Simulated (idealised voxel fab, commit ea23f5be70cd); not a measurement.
Process module, titled voxel wiring stack
Cross-section cut: width 230 nm, square cells of 5 nm.
The cross-sections in this document take the form of a grid made of square cells. They are written out as bands, in order from top to bottom. Each band consists of one or more rows of cells. Look at the band entry: it leads with the top's height and the bottom's height in nm. Then it lists the materials left to right, with a width in nm for each. The word "everywhere" on a single material says that material fills the band edge to edge. The word "empty" is empty space. A quick word on heights: they are counted from 0, and under that level the wafer as it came to us is one material throughout. The lowest band is different from the rest in having no bottom; it simply continues downward, written as in "0 down". A width given as "30..40" starts at the first number in the band's top row and ends at the second number in its bottom row, shifting by an equal amount at every step from row to row. "remained unchanged" means the step left every cell of the cross-section as it was. Voids not open to the top, 8 cells minimum: see "Trapped voids". Written width x height at distance; distance is from the left edge; nm. On a step's line, text after the settings is the simulator commenting on that step. overlay nm: mask offset rightward from planned place, masked step; negative means leftward offset.

This section lists the process steps that were planned
step 1: op RECEIVE | material Si
step 2: op CONFORMAL_DEP | material SiO2 | thk nm 15
step 3: op DIRECTIONAL_DEP | material TiN | thk nm 5
step 4: op DIRECTIONAL_DEP | material W | thk nm 25
step 5: op DIRECTIONAL_DEP | material aC | thk nm 15
step 6: op PATTERN | tone cover | mask id METAL_1 | material resist | width nm 25 | pitch nm 40 | thk nm 30 | overlay nm 0
step 7: op DIRECTIONAL_ETCH | etch materials aC | depth nm 15
step 8: op STRIP | etch materials resist
step 9: op DIRECTIONAL_ETCH | etch materials W | depth nm 25
step 10: op DIRECTIONAL_ETCH | etch materials TiN | depth nm 5
step 11: op STRIP | etch materials aC
step 12: op FILL_DEP | material lowk | thk nm 5
step 13: op CMP | height nm 45
step 14: op CONFORMAL_DEP | material SiCN | thk nm 5
step 15: op DIRECTIONAL_DEP | material SiO2 | thk nm 15
step 16: op DIRECTIONAL_DEP | material aC | thk nm 10
step 17: op PATTERN | tone open | mask id PLUG_1 | material resist | width nm 15 | pitch nm 80 | thk nm 25 | overlay nm 0
step 18: op DIRECTIONAL_ETCH | etch materials aC | depth nm 10
step 19: op STRIP | etch materials resist
step 20: op DIRECTIONAL_ETCH | etch materials SiO2 | depth nm 15
step 21: op DIRECTIONAL_ETCH | etch materials SiCN | depth nm 5
step 22: op STRIP | etch materials aC
step 23: op EPI | material Ru | thk nm 10
step 24: op EPI | material Ru | thk nm 10
step 25: op DIRECTIONAL_DEP | material TiN | thk nm 5
step 26: op DIRECTIONAL_DEP | material W | thk nm 15
step 27: op MASKED_ETCH | tone cover | mask id METAL_2 | width nm 25 | pitch nm 40 | etch materials W | depth nm 15 | overlay nm 0
step 28: op MASKED_ETCH | tone cover | mask id METAL_2 | width nm 25 | pitch nm 40 | etch materials TiN | depth nm 5 | overlay nm 0
step 29: op CONFORMAL_DEP | material SiN | thk nm 5
step 30: op FILL_DEP | material SiO2 | thk nm 5
step 31: op CMP | height nm 85
step 32: op CONFORMAL_DEP | material SiCN | thk nm 5
step 33: op DIRECTIONAL_DEP | material lowk | thk nm 25
step 34: op DIRECTIONAL_DEP | material aC | thk nm 15
step 35: op PATTERN | tone open | mask id METAL_3_HOLES | material resist | width nm 15 | pitch nm 40 | thk nm 35 | overlay nm 0
step 36: op DIRECTIONAL_ETCH | etch materials aC | depth nm 15
step 37: op STRIP | etch materials resist
step 38: op DIRECTIONAL_ETCH | etch materials lowk | depth nm 25
step 39: op STRIP | etch materials aC
step 40: op DIRECTIONAL_DEP | material aC | thk nm 10
step 41: op PATTERN | tone open | mask id METAL_3 | material resist | width nm 25 | pitch nm 40 | thk nm 25 | overlay nm 0
step 42: op DIRECTIONAL_ETCH | etch materials aC | depth nm 10
step 43: op STRIP | etch materials resist
step 44: op DIRECTIONAL_ETCH | etch materials lowk | depth nm 15
step 45: op DIRECTIONAL_ETCH | etch materials SiCN | depth nm 5
step 46: op STRIP | etch materials aC
step 47: op CONFORMAL_DEP | material TiN | thk nm 5
step 48: op FILL_DEP | material Ru | thk nm 5
step 49: op CMP | height nm 115
step 50: op CONFORMAL_DEP | material SiCN | thk nm 5
step 51: op DIRECTIONAL_DEP | material lowk | thk nm 15
step 52: op PATTERN | tone open | mask id PLUG_3 | material resist | width nm 15 | pitch nm 80 | thk nm 15 | overlay nm 0
step 53: op DIRECTIONAL_ETCH | etch materials lowk | depth nm 15
step 54: op DIRECTIONAL_ETCH | etch materials SiCN | depth nm 5
step 55: op STRIP | etch materials resist
step 56: op CONFORMAL_DEP | material TiN | thk nm 5
step 57: op FILL_DEP | material W | thk nm 5
step 58: op CMP | height nm 135
step 59: op DIRECTIONAL_DEP | material TiN | thk nm 5
step 60: op DIRECTIONAL_DEP | material W | thk nm 15
step 61: op PATTERN | tone cover | mask id METAL_4 | material resist | width nm 25 | pitch nm 40 | thk nm 15 | overlay nm 0
step 62: op DIRECTIONAL_ETCH | etch materials W | depth nm 15
step 63: op DIRECTIONAL_ETCH | etch materials TiN | depth nm 5
step 64: op STRIP | etch materials resist
step 65: op FILL_DEP | material lowk | thk nm 10
step 66: op CMP | height nm 155
step 67: op CONFORMAL_DEP | material SiCN | thk nm 5

Cross-section: wafer on arrival = after step 1
	0 down  Si everywhere
	Trapped voids: none

Starting structure and process plan are as shown above, but one mistake was made in running the module; the wafer cross-section at the end of the module follows
	160 to 155  SiCN everywhere
	155 to 140  lowk 40 / W 25 / lowk 15 / W 25 / lowk 15 / W 25 / lowk 15 / W 25 / lowk 45
	140 to 135  lowk 40 / TiN 25 / lowk 15 / TiN 25 / lowk 15 / TiN 25 / lowk 15 / TiN 25 / lowk 45
	135 to 120  lowk 40 / TiN 5 / W 5 / TiN 5 / lowk 65 / TiN 5 / W 5 / TiN 5 / lowk 95
	120 to 115  SiCN 40 / TiN 15 / SiCN 65 / TiN 15 / SiCN 95
	115 to 105  lowk 40 / TiN 5 / Ru 15 / TiN 5 / lowk 15 / TiN 5 / Ru 15 / TiN 5 / lowk 15 / TiN 5 / Ru 15 / TiN 5 / lowk 15 / TiN 5 / Ru 15 / TiN 5 / lowk 45
	105 to 100  lowk 40 / TiN 5 / Ru 5 / TiN 15 / lowk 15 / TiN 5 / Ru 5 / TiN 15 / lowk 15 / TiN 5 / Ru 5 / TiN 15 / lowk 15 / TiN 5 / Ru 5 / TiN 15 / lowk 45
	100 to 90  lowk 40 / TiN 5 / Ru 5 / TiN 5 / lowk 25 / TiN 5 / Ru 5 / TiN 5 / lowk 25 / TiN 5 / Ru 5 / TiN 5 / lowk 25 / TiN 5 / Ru 5 / TiN 5 / lowk 55
	90 to 85  SiCN 40 / TiN 15 / SiCN 25 / TiN 15 / SiCN 25 / TiN 15 / SiCN 25 / TiN 15 / SiCN 55
	85 to 80  SiN 40 / W 25 / SiN 15 / W 25 / SiN 15 / W 25 / SiN 15 / W 25 / SiN 45
	80 to 70  Ru everywhere
	70 to 65  TiN 40 / Ru 15 / TiN 65 / Ru 15 / TiN 95
	65 to 60  SiO2 40 / Ru 15 / SiO2 65 / Ru 15 / SiO2 95
	60 to 55  SiO2 40 / TiN 15 / SiO2 65 / TiN 15 / SiO2 95
	55 to 50  SiO2 40 / Ru 15 / SiO2 65 / Ru 15 / SiO2 95
	50 to 45  SiCN 40 / Ru 15 / SiCN 65 / Ru 15 / SiCN 95
	45 to 20  lowk 40 / W 25 / lowk 15 / W 25 / lowk 15 / W 25 / lowk 15 / W 25 / lowk 45
	20 to 15  lowk 40 / TiN 25 / lowk 15 / TiN 25 / lowk 15 / TiN 25 / lowk 15 / TiN 25 / lowk 45
	15 to 0  SiO2 everywhere
	0 down  Si everywhere
	Trapped voids: none
What broke from the plan during processing? steps 24 and 25 swapped
